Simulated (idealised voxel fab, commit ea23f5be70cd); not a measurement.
process module | voxel capacitor over wiring
cross-section cut | 300 nm wide | cells 5 nm
A cross-section is a grid of square cells, given in bands from the top down. A band is one or more rows of cells.
Each band's line starts with the height of the band's top and of its bottom, in nm. Then come its materials from left to right, each with its width in nm. One material with "throughout" fills the band from edge to edge. "air" is empty space.
Height 0 is the level under which the wafer as received is all one material. The lowest band goes on downwards, as in "0 down".
A width such as "30 to 40" changes by the same amount from each row of cells to the next, from the band's top row to its bottom row.
"no change" after a step means that no cell of the cross-section changed.
closed voids: empty space of 8 cells or more with no open way to the top, each as width x height at its distance from the left edge, in nm
after a step's settings: what the simulator itself notes on the step
overlay nm, on a step with a mask: how far to the right of its planned place the mask lay; to the left if negative
Each pair below shows a cross-section before one step and the cross-section after it, down to the lowest band that changed. The line under each pair gives the step between them, with its settings. The pairs can come from different runs of this module on the same starting wafer, so a pair continues from the pair above only where its "before" says so.
before
  0 down: Si throughout
  closed voids: none
after
  15 to 0: SiO2 throughout
  below 0: unchanged
  closed voids: none
the step between: op CONFORMAL_DEP | material SiO2 | thk nm 15
before: the cross-section after the pair above
after
  20 to 15: TiN throughout
  below 15: unchanged
  closed voids: none
the step between: op DIRECTIONAL_DEP | material TiN | thk nm 5
before: the cross-section after the pair above
after
  40 to 20: W throughout
  below 20: unchanged
  closed voids: none
the step between: op DIRECTIONAL_DEP | material W | thk nm 20
before: the cross-section after the pair above
after
  40 to 20: air 95 | W 20 | air 65 | W 20 | air 100
  below 20: unchanged
  closed voids: none
the step between: op MASKED_ETCH | tone cover | mask id METAL_1 | width nm 20 | pitch nm 85 | etch materials W | depth nm 20 | overlay nm 0
before: the cross-section after the pair above
after
  40 to 20: air 95 | W 20 | air 65 | W 20 | air 100
  20 to 15: air 95 | TiN 20 | air 65 | TiN 20 | air 100
  below 15: unchanged
  closed voids: none
the step between: op MASKED_ETCH | tone cover | mask id METAL_1 | width nm 20 | pitch nm 85 | etch materials TiN | depth nm 5 | overlay nm 0
before: the cross-section after the pair above
after
  45 to 40: air 90 | SiCN 30 | air 55 | SiCN 30 | air 95
  40 to 20: air 90 | SiCN 5 | W 20 | SiCN 5 | air 55 | SiCN 5 | W 20 | SiCN 5 | air 95
  20 to 15: SiCN 95 | TiN 20 | SiCN 65 | TiN 20 | SiCN 100
  below 15: unchanged
  closed voids: none
the step between: op CONFORMAL_DEP | material SiCN | thk nm 5
before: the cross-section after the pair above
after
  50 to 45: lowk throughout
  45 to 40: lowk 90 | SiCN 30 | lowk 55 | SiCN 30 | lowk 95
  40 to 20: lowk 90 | SiCN 5 | W 20 | SiCN 5 | lowk 55 | SiCN 5 | W 20 | SiCN 5 | lowk 95
  below 20: unchanged
  closed voids: none
the step between: op FILL_DEP | material lowk | thk nm 5
before: the cross-section after the pair above
after
  40 to 20: lowk 90 | SiCN 5 | W 20 | SiCN 5 | lowk 55 | SiCN 5 | W 20 | SiCN 5 | lowk 95
  below 20: unchanged
  closed voids: none
the step between: op CMP | height nm 40
before: the cross-section after the pair above
after
  45 to 40: SiCN throughout
  below 40: unchanged
  closed voids: none
the step between: op CONFORMAL_DEP | material SiCN | thk nm 5
before: the cross-section after the pair above
after
  65 to 45: SiO2 throughout
  below 45: unchanged
  closed voids: none
the step between: op DIRECTIONAL_DEP | material SiO2 | thk nm 20
before: the cross-section after the pair above
after
  85 to 65: resist 100 | air 15 | resist 185
  below 65: unchanged
  closed voids: none
the step between: op PATTERN | tone open | mask id PLUG_1 | material resist | width nm 15 | thk nm 20 | overlay nm 0
before: the cross-section after the pair above
after
  85 to 65: resist 100 | air 15 | resist 185
  65 to 45: SiO2 100 | air 15 | SiO2 185
  below 45: unchanged
  closed voids: none
the step between: op DIRECTIONAL_ETCH | etch materials SiO2 | depth nm 20
before: the cross-section after the pair above
after
  85 to 65: resist 100 | air 15 | resist 185
  65 to 45: SiO2 100 | air 15 | SiO2 185
  45 to 40: SiCN 100 | air 15 | SiCN 185
  below 40: unchanged
  closed voids: none
the step between: op DIRECTIONAL_ETCH | etch materials SiCN | depth nm 5
before: the cross-section after the pair above
after
  65 to 45: SiO2 100 | air 15 | SiO2 185
  below 45: unchanged
  closed voids: none
the step between: op STRIP | etch materials resist
before: the cross-section after the pair above
after
  70 to 65: TiN 105 | air 5 | TiN 190
  65 to 45: SiO2 100 | TiN 5 | air 5 | TiN 5 | SiO2 185
  45 to 40: SiCN 100 | TiN 15 | SiCN 185
  below 40: unchanged
  closed voids: none
the step between: op CONFORMAL_DEP | material TiN | thk nm 5
before: the cross-section after the pair above
after
  80 to 70: Cu throughout
  70 to 65: TiN 105 | Cu 5 | TiN 190
  65 to 45: SiO2 100 | TiN 5 | Cu 5 | TiN 5 | SiO2 185
  below 45: unchanged
  closed voids: none
the step between: op FILL_DEP | material Cu | thk nm 10
before: the cross-section after the pair above
after
  65 to 45: SiO2 100 | TiN 5 | Cu 5 | TiN 5 | SiO2 185
  below 45: unchanged
  closed voids: none
the step between: op CMP | height nm 65
before: the cross-section after the pair above
after
  75 to 65: TiN throughout
  below 65: unchanged
  closed voids: none
the step between: op DIRECTIONAL_DEP | material TiN | thk nm 10
before: the cross-section after the pair above
after
  80 to 75: HfO2 throughout
  below 75: unchanged
  closed voids: none
the step between: op DIRECTIONAL_DEP | material HfO2 | thk nm 5
before: the cross-section after the pair above
after
  90 to 80: TiN throughout
  below 80: unchanged
  closed voids: none
the step between: op DIRECTIONAL_DEP | material TiN | thk nm 10
before: the cross-section after the pair above
after
  105 to 90: aC throughout
  below 90: unchanged
  closed voids: none
the step between: op DIRECTIONAL_DEP | material aC | thk nm 15
before: the cross-section after the pair above
after
  135 to 105: air 100 | resist 70 | air 130
  below 105: unchanged
  closed voids: none
the step between: op PATTERN | tone cover | mask id UPPER_PLATE | material resist | width nm 70 | thk nm 30 | overlay nm 0
before: the cross-section after the pair above
after
  120 to 105: air 100 | resist 70 | air 130
  105 to 90: air 100 | aC 70 | air 130
  below 90: unchanged
  closed voids: none
the step between: op DIRECTIONAL_ETCH | etch materials aC | depth nm 15
before: the cross-section after the pair above
after
  105 to 90: air 100 | aC 70 | air 130
  below 90: unchanged
  closed voids: none
the step between: op STRIP | etch materials resist
before: the cross-section after the pair above
after
  105 to 90: air 100 | aC 70 | air 130
  90 to 80: air 100 | TiN 70 | air 130
  below 80: unchanged
  closed voids: none
the step between: op DIRECTIONAL_ETCH | etch materials TiN | depth nm 10
before: the cross-section after the pair above
after
  105 to 90: air 100 | aC 70 | air 130
  90 to 80: air 100 | TiN 70 | air 130
  80 to 75: air 100 | HfO2 70 | air 130
  below 75: unchanged
  closed voids: none
the step between: op DIRECTIONAL_ETCH | etch materials HfO2 | depth nm 5
before: the cross-section after the pair above
after
  90 to 80: air 100 | TiN 70 | air 130
  below 80: unchanged
  closed voids: none
the step between: op STRIP | etch materials aC
before: the cross-section after the pair above
after
  90 to 80: air 100 | TiN 70 | air 130
  80 to 75: air 100 | HfO2 70 | air 130
  75 to 65: air 95 | TiN 80 | air 125
  below 65: unchanged
  closed voids: none
the step between: op MASKED_ETCH | tone cover | mask id LOWER_PLATE | width nm 80 | etch materials TiN | depth nm 10 | overlay nm 0
before: the cross-section after the pair above
after
  105 to 90: SiO2 throughout
  90 to 80: SiO2 100 | TiN 70 | SiO2 130
  80 to 75: SiO2 100 | HfO2 70 | SiO2 130
  75 to 65: SiO2 95 | TiN 80 | SiO2 125
  below 65: unchanged
  closed voids: none
the step between: op FILL_DEP | material SiO2 | thk nm 15
before: the cross-section after the pair above
after
  100 to 90: SiO2 throughout
  below 90: unchanged
  closed voids: none
the step between: op CMP | height nm 100
before: the cross-section after the pair above
after
  120 to 100: resist 110 | air 15 | resist 175
  below 100: unchanged
  closed voids: none
the step between: op PATTERN | tone open | mask id PLUG_2 | material resist | width nm 15 | thk nm 20 | overlay nm 0
before: the cross-section after the pair above
after
  120 to 100: resist 110 | air 15 | resist 175
  100 to 90: SiO2 110 | air 15 | SiO2 175
  below 90: unchanged
  closed voids: none
the step between: op DIRECTIONAL_ETCH | etch materials SiO2 | depth nm 10
before: the cross-section after the pair above
after
  100 to 90: SiO2 110 | air 15 | SiO2 175
  below 90: unchanged
  closed voids: none
the step between: op STRIP | etch materials resist
before: the cross-section after the pair above
after
  105 to 100: TiN 115 | air 5 | TiN 180
  100 to 95: SiO2 110 | TiN 5 | air 5 | TiN 5 | SiO2 175
  95 to 90: SiO2 110 | TiN 15 | SiO2 175
  below 90: unchanged
  closed voids: none
the step between: op CONFORMAL_DEP | material TiN | thk nm 5
before: the cross-section after the pair above
after
  110 to 105: W throughout
  105 to 100: TiN 115 | W 5 | TiN 180
  100 to 95: SiO2 110 | TiN 5 | W 5 | TiN 5 | SiO2 175
  below 95: unchanged
  closed voids: none
the step between: op FILL_DEP | material W | thk nm 5
before: the cross-section after the pair above
after
  100 to 95: SiO2 110 | TiN 5 | W 5 | TiN 5 | SiO2 175
  below 95: unchanged
  closed voids: none
the step between: op CMP | height nm 100
before: the cross-section after the pair above
after
  105 to 100: SiCN throughout
  below 100: unchanged
  closed voids: none
the step between: op CONFORMAL_DEP | material SiCN | thk nm 5
before
  80 to 70: Cu throughout
  70 to 65: TiN 105 | Cu 5 | TiN 190
  65 to 45: SiO2 100 | TiN 5 | Cu 5 | TiN 5 | SiO2 185
  45 to 40: SiCN 100 | TiN 15 | SiCN 185
  40 to 20: lowk 90 | SiCN 5 | W 20 | SiCN 5 | lowk 55 | SiCN 5 | W 20 | SiCN 5 | lowk 95
  20 to 15: SiCN 95 | TiN 20 | SiCN 65 | TiN 20 | SiCN 100
  15 to 0: SiO2 throughout
  0 down: Si throughout
  closed voids: none
after
  90 to 80: TiN throughout
  below 80: unchanged
  closed voids: none
the step between: op DIRECTIONAL_DEP | material TiN | thk nm 10
before: the cross-section after the pair above
after
  95 to 90: HfO2 throughout
  below 90: unchanged
  closed voids: none
the step between: op DIRECTIONAL_DEP | material HfO2 | thk nm 5
before: the cross-section after the pair above
after
  105 to 95: TiN throughout
  below 95: unchanged
  closed voids: none
the step between: op DIRECTIONAL_DEP | material TiN | thk nm 10
before: the cross-section after the pair above
after
  120 to 105: aC throughout
  below 105: unchanged
  closed voids: none
the step between: op DIRECTIONAL_DEP | material aC | thk nm 15
before: the cross-section after the pair above
after
  150 to 120: air 100 | resist 70 | air 130
  below 120: unchanged
  closed voids: none
the step between: op PATTERN | tone cover | mask id UPPER_PLATE | material resist | width nm 70 | thk nm 30 | overlay nm 0
before: the cross-section after the pair above
after
  135 to 120: air 100 | resist 70 | air 130
  120 to 105: air 100 | aC 70 | air 130
  below 105: unchanged
  closed voids: none
the step between: op DIRECTIONAL_ETCH | etch materials aC | depth nm 15
before: the cross-section after the pair above
after
  120 to 105: air 100 | aC 70 | air 130
  below 105: unchanged
  closed voids: none
the step between: op STRIP | etch materials resist
before: the cross-section after the pair above
after
  120 to 105: air 100 | aC 70 | air 130
  105 to 95: air 100 | TiN 70 | air 130
  below 95: unchanged
  closed voids: none
the step between: op DIRECTIONAL_ETCH | etch materials TiN | depth nm 10
before: the cross-section after the pair above
after
  120 to 105: air 100 | aC 70 | air 130
  105 to 95: air 100 | TiN 70 | air 130
  95 to 90: air 100 | HfO2 70 | air 130
  below 90: unchanged
  closed voids: none
the step between: op DIRECTIONAL_ETCH | etch materials HfO2 | depth nm 5
before: the cross-section after the pair above
after
  105 to 95: air 100 | TiN 70 | air 130
  below 95: unchanged
  closed voids: none
the step between: op STRIP | etch materials aC
before: the cross-section after the pair above
after
  105 to 95: air 100 | TiN 70 | air 130
  95 to 90: air 100 | HfO2 70 | air 130
  90 to 80: air 95 | TiN 80 | air 125
  below 80: unchanged
  closed voids: none
the step between: op MASKED_ETCH | tone cover | mask id LOWER_PLATE | width nm 80 | etch materials TiN | depth nm 10 | overlay nm 0
before: the cross-section after the pair above
after
  120 to 105: SiO2 throughout
  105 to 95: SiO2 100 | TiN 70 | SiO2 130
  95 to 90: SiO2 100 | HfO2 70 | SiO2 130
  90 to 80: SiO2 95 | TiN 80 | SiO2 125
  below 80: unchanged
  closed voids: none
the step between: op FILL_DEP | material SiO2 | thk nm 15
before: the cross-section after the pair above
after
  100 to 95: SiO2 100 | TiN 70 | SiO2 130
  below 95: unchanged
  closed voids: none
the step between: op CMP | height nm 100
before: the cross-section after the pair above
after
  120 to 100: resist 110 | air 15 | resist 175
  below 100: unchanged
  closed voids: none
the step between: op PATTERN | tone open | mask id PLUG_2 | material resist | width nm 15 | thk nm 20 | overlay nm 0
before: the cross-section after the pair above
after
  100 to 95: SiO2 100 | TiN 70 | SiO2 130
  below 95: unchanged
  closed voids: none
the step between: op STRIP | etch materials resist
before: the cross-section after the pair above
after
  105 to 100: TiN throughout
  below 100: unchanged
  closed voids: none
the step between: op CONFORMAL_DEP | material TiN | thk nm 5
before: the cross-section after the pair above
after
  110 to 105: W throughout
  below 105: unchanged
  closed voids: none
the step between: op FILL_DEP | material W | thk nm 5
before: the cross-section after the pair above
after
  100 to 95: SiO2 100 | TiN 70 | SiO2 130
  below 95: unchanged
  closed voids: none
the step between: op CMP | height nm 100
before: the cross-section after the pair above
after
  105 to 100: SiCN throughout
  below 100: unchanged
  closed voids: none
the step between: op CONFORMAL_DEP | material SiCN | thk nm 5
before
  15 to 0: SiO2 throughout
  0 down: Si throughout
  closed voids: none
after
  30 to 0: SiO2 throughout
  below 0: unchanged
  closed voids: none
the step between: op CONFORMAL_DEP | material SiO2 | thk nm 15
before: the cross-section after the pair above
after
  35 to 30: TiN throughout
  below 30: unchanged
  closed voids: none
the step between: op DIRECTIONAL_DEP | material TiN | thk nm 5
before: the cross-section after the pair above
after
  55 to 35: W throughout
  below 35: unchanged
  closed voids: none
the step between: op DIRECTIONAL_DEP | material W | thk nm 20
before: the cross-section after the pair above
after
  55 to 35: air 95 | W 20 | air 65 | W 20 | air 100
  below 35: unchanged
  closed voids: none
the step between: op MASKED_ETCH | tone cover | mask id METAL_1 | width nm 20 | pitch nm 85 | etch materials W | depth nm 20 | overlay nm 0
before: the cross-section after the pair above
after
  55 to 35: air 95 | W 20 | air 65 | W 20 | air 100
  35 to 30: air 95 | TiN 20 | air 65 | TiN 20 | air 100
  below 30: unchanged
  closed voids: none
the step between: op MASKED_ETCH | tone cover | mask id METAL_1 | width nm 20 | pitch nm 85 | etch materials TiN | depth nm 5 | overlay nm 0
before: the cross-section after the pair above
after
  60 to 55: air 90 | SiCN 30 | air 55 | SiCN 30 | air 95
  55 to 35: air 90 | SiCN 5 | W 20 | SiCN 5 | air 55 | SiCN 5 | W 20 | SiCN 5 | air 95
  35 to 30: SiCN 95 | TiN 20 | SiCN 65 | TiN 20 | SiCN 100
  below 30: unchanged
  closed voids: none
the step between: op CONFORMAL_DEP | material SiCN | thk nm 5
before: the cross-section after the pair above
after
  65 to 60: lowk throughout
  60 to 55: lowk 90 | SiCN 30 | lowk 55 | SiCN 30 | lowk 95
  55 to 35: lowk 90 | SiCN 5 | W 20 | SiCN 5 | lowk 55 | SiCN 5 | W 20 | SiCN 5 | lowk 95
  below 35: unchanged
  closed voids: none
the step between: op FILL_DEP | material lowk | thk nm 5
before: the cross-section after the pair above
after
  40 to 35: lowk 90 | SiCN 5 | W 20 | SiCN 5 | lowk 55 | SiCN 5 | W 20 | SiCN 5 | lowk 95
  below 35: unchanged
  closed voids: none
the step between: op CMP | height nm 40
before: the cross-section after the pair above
after
  45 to 40: SiCN throughout
  below 40: unchanged
  closed voids: none
the step between: op CONFORMAL_DEP | material SiCN | thk nm 5
before: the cross-section after the pair above
after
  65 to 45: SiO2 throughout
  below 45: unchanged
  closed voids: none
the step between: op DIRECTIONAL_DEP | material SiO2 | thk nm 20
before: the cross-section after the pair above
after
  85 to 65: resist 100 | air 15 | resist 185
  below 65: unchanged
  closed voids: none
the step between: op PATTERN | tone open | mask id PLUG_1 | material resist | width nm 15 | thk nm 20 | overlay nm 0
before: the cross-section after the pair above
after
  85 to 65: resist 100 | air 15 | resist 185
  65 to 45: SiO2 100 | air 15 | SiO2 185
  below 45: unchanged
  closed voids: none
the step between: op DIRECTIONAL_ETCH | etch materials SiO2 | depth nm 20
before: the cross-section after the pair above
after
  85 to 65: resist 100 | air 15 | resist 185
  65 to 45: SiO2 100 | air 15 | SiO2 185
  45 to 40: SiCN 100 | air 15 | SiCN 185
  below 40: unchanged
  closed voids: none
the step between: op DIRECTIONAL_ETCH | etch materials SiCN | depth nm 5
before: the cross-section after the pair above
after
  65 to 45: SiO2 100 | air 15 | SiO2 185
  below 45: unchanged
  closed voids: none
the step between: op STRIP | etch materials resist
before: the cross-section after the pair above
after
  70 to 65: TiN 105 | air 5 | TiN 190
  65 to 45: SiO2 100 | TiN 5 | air 5 | TiN 5 | SiO2 185
  45 to 40: SiCN 100 | TiN 15 | SiCN 185
  below 40: unchanged
  closed voids: none
the step between: op CONFORMAL_DEP | material TiN | thk nm 5
before: the cross-section after the pair above
after
  80 to 70: Cu throughout
  70 to 65: TiN 105 | Cu 5 | TiN 190
  65 to 45: SiO2 100 | TiN 5 | Cu 5 | TiN 5 | SiO2 185
  below 45: unchanged
  closed voids: none
the step between: op FILL_DEP | material Cu | thk nm 10
before: the cross-section after the pair above
after
  65 to 45: SiO2 100 | TiN 5 | Cu 5 | TiN 5 | SiO2 185
  below 45: unchanged
  closed voids: none
the step between: op CMP | height nm 65
before: the cross-section after the pair above
after
  75 to 65: TiN throughout
  below 65: unchanged
  closed voids: none
the step between: op DIRECTIONAL_DEP | material TiN | thk nm 10
before: the cross-section after the pair above
after
  80 to 75: HfO2 throughout
  below 75: unchanged
  closed voids: none
the step between: op DIRECTIONAL_DEP | material HfO2 | thk nm 5
before: the cross-section after the pair above
after
  90 to 80: TiN throughout
  below 80: unchanged
  closed voids: none
the step between: op DIRECTIONAL_DEP | material TiN | thk nm 10
before: the cross-section after the pair above
after
  105 to 90: aC throughout
  below 90: unchanged
  closed voids: none
the step between: op DIRECTIONAL_DEP | material aC | thk nm 15
before: the cross-section after the pair above
after
  135 to 105: air 100 | resist 70 | air 130
  below 105: unchanged
  closed voids: none
the step between: op PATTERN | tone cover | mask id UPPER_PLATE | material resist | width nm 70 | thk nm 30 | overlay nm 0
before: the cross-section after the pair above
after
  120 to 105: air 100 | resist 70 | air 130
  105 to 90: air 100 | aC 70 | air 130
  below 90: unchanged
  closed voids: none
the step between: op DIRECTIONAL_ETCH | etch materials aC | depth nm 15
before: the cross-section after the pair above
after
  105 to 90: air 100 | aC 70 | air 130
  below 90: unchanged
  closed voids: none
the step between: op STRIP | etch materials resist
before: the cross-section after the pair above
after
  105 to 90: air 100 | aC 70 | air 130
  90 to 80: air 100 | TiN 70 | air 130
  below 80: unchanged
  closed voids: none
the step between: op DIRECTIONAL_ETCH | etch materials TiN | depth nm 10
before: the cross-section after the pair above
after
  105 to 90: air 100 | aC 70 | air 130
  90 to 80: air 100 | TiN 70 | air 130
  80 to 75: air 100 | HfO2 70 | air 130
  below 75: unchanged
  closed voids: none
the step between: op DIRECTIONAL_ETCH | etch materials HfO2 | depth nm 5
before: the cross-section after the pair above
after
  90 to 80: air 100 | TiN 70 | air 130
  below 80: unchanged
  closed voids: none
the step between: op STRIP | etch materials aC
before: the cross-section after the pair above
after
  90 to 80: air 100 | TiN 70 | air 130
  80 to 75: air 100 | HfO2 70 | air 130
  75 to 65: air 95 | TiN 80 | air 125
  below 65: unchanged
  closed voids: none
the step between: op MASKED_ETCH | tone cover | mask id LOWER_PLATE | width nm 80 | etch materials TiN | depth nm 10 | overlay nm 0
before: the cross-section after the pair above
after
  105 to 90: SiO2 throughout
  90 to 80: SiO2 100 | TiN 70 | SiO2 130
  80 to 75: SiO2 100 | HfO2 70 | SiO2 130
  75 to 65: SiO2 95 | TiN 80 | SiO2 125
  below 65: unchanged
  closed voids: none
the step between: op FILL_DEP | material SiO2 | thk nm 15
before: the cross-section after the pair above
after
  100 to 90: SiO2 throughout
  below 90: unchanged
  closed voids: none
the step between: op CMP | height nm 100
before: the cross-section after the pair above
after
  120 to 100: resist 110 | air 15 | resist 175
  below 100: unchanged
  closed voids: none
the step between: op PATTERN | tone open | mask id PLUG_2 | material resist | width nm 15 | thk nm 20 | overlay nm 0
before: the cross-section after the pair above
after
  120 to 100: resist 110 | air 15 | resist 175
  100 to 90: SiO2 110 | air 15 | SiO2 175
  below 90: unchanged
  closed voids: none
the step between: op DIRECTIONAL_ETCH | etch materials SiO2 | depth nm 10
before: the cross-section after the pair above
after
  100 to 90: SiO2 110 | air 15 | SiO2 175
  below 90: unchanged
  closed voids: none
the step between: op STRIP | etch materials resist
before: the cross-section after the pair above
after
  105 to 100: TiN 115 | air 5 | TiN 180
  100 to 95: SiO2 110 | TiN 5 | air 5 | TiN 5 | SiO2 175
  95 to 90: SiO2 110 | TiN 15 | SiO2 175
  below 90: unchanged
  closed voids: none
the step between: op CONFORMAL_DEP | material TiN | thk nm 5
before: the cross-section after the pair above
after
  110 to 105: W throughout
  105 to 100: TiN 115 | W 5 | TiN 180
  100 to 95: SiO2 110 | TiN 5 | W 5 | TiN 5 | SiO2 175
  below 95: unchanged
  closed voids: none
the step between: op FILL_DEP | material W | thk nm 5
before: the cross-section after the pair above
after
  100 to 95: SiO2 110 | TiN 5 | W 5 | TiN 5 | SiO2 175
  below 95: unchanged
  closed voids: none
the step between: op CMP | height nm 100
before: the cross-section after the pair above
after
  105 to 100: SiCN throughout
  below 100: unchanged
  closed voids: none
the step between: op CONFORMAL_DEP | material SiCN | thk nm 5
before
  75 to 65: TiN throughout
  65 to 45: SiO2 100 | TiN 5 | Cu 5 | TiN 5 | SiO2 185
  45 to 40: SiCN 100 | TiN 15 | SiCN 185
  40 to 20: lowk 90 | SiCN 5 | W 20 | SiCN 5 | lowk 55 | SiCN 5 | W 20 | SiCN 5 | lowk 95
  20 to 15: SiCN 95 | TiN 20 | SiCN 65 | TiN 20 | SiCN 100
  15 to 0: SiO2 throughout
  0 down: Si throughout
  closed voids: none
after
  85 to 65: TiN throughout
  below 65: unchanged
  closed voids: none
the step between: op DIRECTIONAL_DEP | material TiN | thk nm 10
before: the cross-section after the pair above
after
  90 to 85: HfO2 throughout
  below 85: unchanged
  closed voids: none
the step between: op DIRECTIONAL_DEP | material HfO2 | thk nm 5
before: the cross-section after the pair above
after
  105 to 90: aC throughout
  below 90: unchanged
  closed voids: none
the step between: op DIRECTIONAL_DEP | material aC | thk nm 15
before: the cross-section after the pair above
after
  135 to 105: air 100 | resist 70 | air 130
  below 105: unchanged
  closed voids: none
the step between: op PATTERN | tone cover | mask id UPPER_PLATE | material resist | width nm 70 | thk nm 30 | overlay nm 0
before: the cross-section after the pair above
after
  120 to 105: air 100 | resist 70 | air 130
  105 to 90: air 100 | aC 70 | air 130
  below 90: unchanged
  closed voids: none
the step between: op DIRECTIONAL_ETCH | etch materials aC | depth nm 15
before: the cross-section after the pair above
after
  105 to 90: air 100 | aC 70 | air 130
  below 90: unchanged
  closed voids: none
the step between: op STRIP | etch materials resist
before: the cross-section after the pair above
after
  105 to 90: air 100 | aC 70 | air 130
  90 to 85: air 100 | HfO2 70 | air 130
  below 85: unchanged
  closed voids: none
the step between: op DIRECTIONAL_ETCH | etch materials HfO2 | depth nm 5
before: the cross-section after the pair above
after
  90 to 85: air 100 | HfO2 70 | air 130
  below 85: unchanged
  closed voids: none
the step between: op STRIP | etch materials aC
before: the cross-section after the pair above
after
  90 to 85: air 100 | HfO2 70 | air 130
  85 to 75: air 95 | TiN 80 | air 125
  below 75: unchanged
  closed voids: none
the step between: op MASKED_ETCH | tone cover | mask id LOWER_PLATE | width nm 80 | etch materials TiN | depth nm 10 | overlay nm 0
before: the cross-section after the pair above
after
  105 to 90: SiO2 throughout
  90 to 85: SiO2 100 | HfO2 70 | SiO2 130
  85 to 75: SiO2 95 | TiN 80 | SiO2 125
  below 75: unchanged
  closed voids: none
the step between: op FILL_DEP | material SiO2 | thk nm 15
before: the cross-section after the pair above
after
  100 to 90: SiO2 throughout
  below 90: unchanged
  closed voids: none
the step between: op CMP | height nm 100
before: the cross-section after the pair above
after
  120 to 100: resist 110 | air 15 | resist 175
  below 100: unchanged
  closed voids: none
the step between: op PATTERN | tone open | mask id PLUG_2 | material resist | width nm 15 | thk nm 20 | overlay nm 0
before: the cross-section after the pair above
after
  120 to 100: resist 110 | air 15 | resist 175
  100 to 90: SiO2 110 | air 15 | SiO2 175
  below 90: unchanged
  closed voids: none
the step between: op DIRECTIONAL_ETCH | etch materials SiO2 | depth nm 10
before: the cross-section after the pair above
after
  100 to 90: SiO2 110 | air 15 | SiO2 175
  below 90: unchanged
  closed voids: none
the step between: op STRIP | etch materials resist
before: the cross-section after the pair above
after
  105 to 100: TiN 115 | air 5 | TiN 180
  100 to 95: SiO2 110 | TiN 5 | air 5 | TiN 5 | SiO2 175
  95 to 90: SiO2 110 | TiN 15 | SiO2 175
  below 90: unchanged
  closed voids: none
the step between: op CONFORMAL_DEP | material TiN | thk nm 5
before: the cross-section after the pair above
after
  110 to 105: W throughout
  105 to 100: TiN 115 | W 5 | TiN 180
  100 to 95: SiO2 110 | TiN 5 | W 5 | TiN 5 | SiO2 175
  below 95: unchanged
  closed voids: none
the step between: op FILL_DEP | material W | thk nm 5
before: the cross-section after the pair above
after
  100 to 95: SiO2 110 | TiN 5 | W 5 | TiN 5 | SiO2 175
  below 95: unchanged
  closed voids: none
the step between: op CMP | height nm 100
before: the cross-section after the pair above
after
  105 to 100: SiCN throughout
  below 100: unchanged
  closed voids: none
the step between: op CONFORMAL_DEP | material SiCN | thk nm 5
before
  80 to 70: Cu throughout
  70 to 65: TiN 105 | Cu 5 | TiN 190
  65 to 45: SiO2 100 | TiN 5 | Cu 5 | TiN 5 | SiO2 185
  45 to 40: SiCN 100 | TiN 15 | SiCN 185
  40 to 20: lowk 90 | SiCN 5 | W 20 | SiCN 5 | lowk 55 | SiCN 5 | W 20 | SiCN 5 | lowk 95
  20 to 15: SiCN 95 | TiN 20 | SiCN 65 | TiN 20 | SiCN 100
  15 to 0: SiO2 throughout
  0 down: Si throughout
  closed voids: none
after
  60 to 45: SiO2 100 | TiN 5 | Cu 5 | TiN 5 | SiO2 185
  below 45: unchanged
  closed voids: none
the step between: op CMP | height nm 60
before: the cross-section after the pair above
after
  70 to 60: TiN throughout
  below 60: unchanged
  closed voids: none
the step between: op DIRECTIONAL_DEP | material TiN | thk nm 10
before: the cross-section after the pair above
after
  75 to 70: HfO2 throughout
  below 70: unchanged
  closed voids: none
the step between: op DIRECTIONAL_DEP | material HfO2 | thk nm 5
before: the cross-section after the pair above
after
  85 to 75: TiN throughout
  below 75: unchanged
  closed voids: none
the step between: op DIRECTIONAL_DEP | material TiN | thk nm 10
before: the cross-section after the pair above
after
  100 to 85: aC throughout
  below 85: unchanged
  closed voids: none
the step between: op DIRECTIONAL_DEP | material aC | thk nm 15
before: the cross-section after the pair above
after
  130 to 100: air 100 | resist 70 | air 130
  below 100: unchanged
  closed voids: none
the step between: op PATTERN | tone cover | mask id UPPER_PLATE | material resist | width nm 70 | thk nm 30 | overlay nm 0
before: the cross-section after the pair above
after
  115 to 100: air 100 | resist 70 | air 130
  100 to 85: air 100 | aC 70 | air 130
  below 85: unchanged
  closed voids: none
the step between: op DIRECTIONAL_ETCH | etch materials aC | depth nm 15
before: the cross-section after the pair above
after
  100 to 85: air 100 | aC 70 | air 130
  below 85: unchanged
  closed voids: none
the step between: op STRIP | etch materials resist
before: the cross-section after the pair above
after
  100 to 85: air 100 | aC 70 | air 130
  85 to 75: air 100 | TiN 70 | air 130
  below 75: unchanged
  closed voids: none
the step between: op DIRECTIONAL_ETCH | etch materials TiN | depth nm 10
before: the cross-section after the pair above
after
  100 to 85: air 100 | aC 70 | air 130
  85 to 75: air 100 | TiN 70 | air 130
  75 to 70: air 100 | HfO2 70 | air 130
  below 70: unchanged
  closed voids: none
the step between: op DIRECTIONAL_ETCH | etch materials HfO2 | depth nm 5
before: the cross-section after the pair above
after
  85 to 75: air 100 | TiN 70 | air 130
  below 75: unchanged
  closed voids: none
the step between: op STRIP | etch materials aC
before: the cross-section after the pair above
after
  85 to 75: air 100 | TiN 70 | air 130
  75 to 70: air 100 | HfO2 70 | air 130
  70 to 60: air 95 | TiN 80 | air 125
  below 60: unchanged
  closed voids: none
the step between: op MASKED_ETCH | tone cover | mask id LOWER_PLATE | width nm 80 | etch materials TiN | depth nm 10 | overlay nm 0
before: the cross-section after the pair above
after
  100 to 85: SiO2 throughout
  85 to 75: SiO2 100 | TiN 70 | SiO2 130
  75 to 70: SiO2 100 | HfO2 70 | SiO2 130
  70 to 60: SiO2 95 | TiN 80 | SiO2 125
  below 60: unchanged
  closed voids: none
the step between: op FILL_DEP | material SiO2 | thk nm 15
before: the cross-section after the pair above
after
  120 to 100: resist 110 | air 15 | resist 175
  below 100: unchanged
  closed voids: none
the step between: op PATTERN | tone open | mask id PLUG_2 | material resist | width nm 15 | thk nm 20 | overlay nm 0
before: the cross-section after the pair above
after
  120 to 100: resist 110 | air 15 | resist 175
  100 to 90: SiO2 110 | air 15 | SiO2 175
  below 90: unchanged
  closed voids: none
the step between: op DIRECTIONAL_ETCH | etch materials SiO2 | depth nm 10
before: the cross-section after the pair above
after
  100 to 90: SiO2 110 | air 15 | SiO2 175
  below 90: unchanged
  closed voids: none
the step between: op STRIP | etch materials resist
before: the cross-section after the pair above
after
  105 to 100: TiN 115 | air 5 | TiN 180
  100 to 95: SiO2 110 | TiN 5 | air 5 | TiN 5 | SiO2 175
  95 to 90: SiO2 110 | TiN 15 | SiO2 175
  below 90: unchanged
  closed voids: none
the step between: op CONFORMAL_DEP | material TiN | thk nm 5
before: the cross-section after the pair above
after
  110 to 105: W throughout
  105 to 100: TiN 115 | W 5 | TiN 180
  100 to 95: SiO2 110 | TiN 5 | W 5 | TiN 5 | SiO2 175
  below 95: unchanged
  closed voids: none
the step between: op FILL_DEP | material W | thk nm 5
before: the cross-section after the pair above
after
  100 to 95: SiO2 110 | TiN 5 | W 5 | TiN 5 | SiO2 175
  below 95: unchanged
  closed voids: none
the step between: op CMP | height nm 100
before: the cross-section after the pair above
after
  105 to 100: SiCN throughout
  below 100: unchanged
  closed voids: none
the step between: op CONFORMAL_DEP | material SiCN | thk nm 5
